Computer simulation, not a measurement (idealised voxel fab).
process module | voxel released beams
cross-section cut | 220 nm wide | cells 5 nm
A cross-section is a grid of square cells, given in bands from the top down. A band is one or more rows of cells.
Each band's line starts with the height of the band's top and of its bottom, in nm. Then come its materials from left to right, each with its width in nm. One material with "throughout" fills the band from edge to edge. "air" is empty space.
Height 0 is the level under which the wafer as received is all one material. The lowest band goes on downwards, as in "0 down".
A width such as "30 to 40" changes by the same amount from each row of cells to the next, from the band's top row to its bottom row.
"no change" after a step means that no cell of the cross-section changed.
closed voids: empty space of 8 cells or more with no open way to the top, each as width x height at its distance from the left edge, in nm
after a step's settings: what the simulator itself notes on the step
overlay nm, on a step with a mask: how far to the right of its planned place the mask lay; to the left if negative
plan
1 op RECEIVE | material Si
2 op CONFORMAL_DEP | material Al2O3 | thk nm 5
3 op DIRECTIONAL_DEP | material SiO2 | thk nm 10
4 op DIRECTIONAL_DEP | material aC | thk nm 15
5 op PATTERN | tone open | mask id ANCHOR | material resist | width nm 35 | thk nm 35 | overlay nm 0
6 op DIRECTIONAL_ETCH | etch materials aC | depth nm 15
7 op STRIP | etch materials resist
8 op DIRECTIONAL_ETCH | etch materials SiO2 | depth nm 10
9 op STRIP | etch materials aC
10 op CONFORMAL_DEP | material polySi | thk nm 10
11 op DIRECTIONAL_DEP | material aC | thk nm 15
12 op PATTERN | tone cover | mask id BEAM | material resist | width nm 85 | thk nm 30 | overlay nm 0
13 op DIRECTIONAL_ETCH | etch materials aC | depth nm 15
14 op STRIP | etch materials resist
15 op DIRECTIONAL_ETCH | etch materials polySi | depth nm 10
16 op STRIP | etch materials aC
17 op STRIP | etch materials SiO2
as received, after step 1
  0 down: Si throughout
  closed voids: none
first wafer at the end, as planned
  25 to 15: air 65 | polySi 15 | air 15 | polySi 55 | air 70
  15 to 5: air 70 | polySi 35 | air 115
  5 to 0: Al2O3 throughout
  0 down: Si throughout
  closed voids: none
second wafer at the end: like start, like plan, one mistake
  25 to 15: air 65 | polySi 85 | air 70
  15 to 10: Al2O3 throughout
  10 to 0: SiO2 throughout
  0 down: Si throughout
  closed voids: none
what went wrong: steps 2 and 3 were swapped
at the end the second wafer has, in cells: 88 more of SiO2 | 8 fewer of polySi
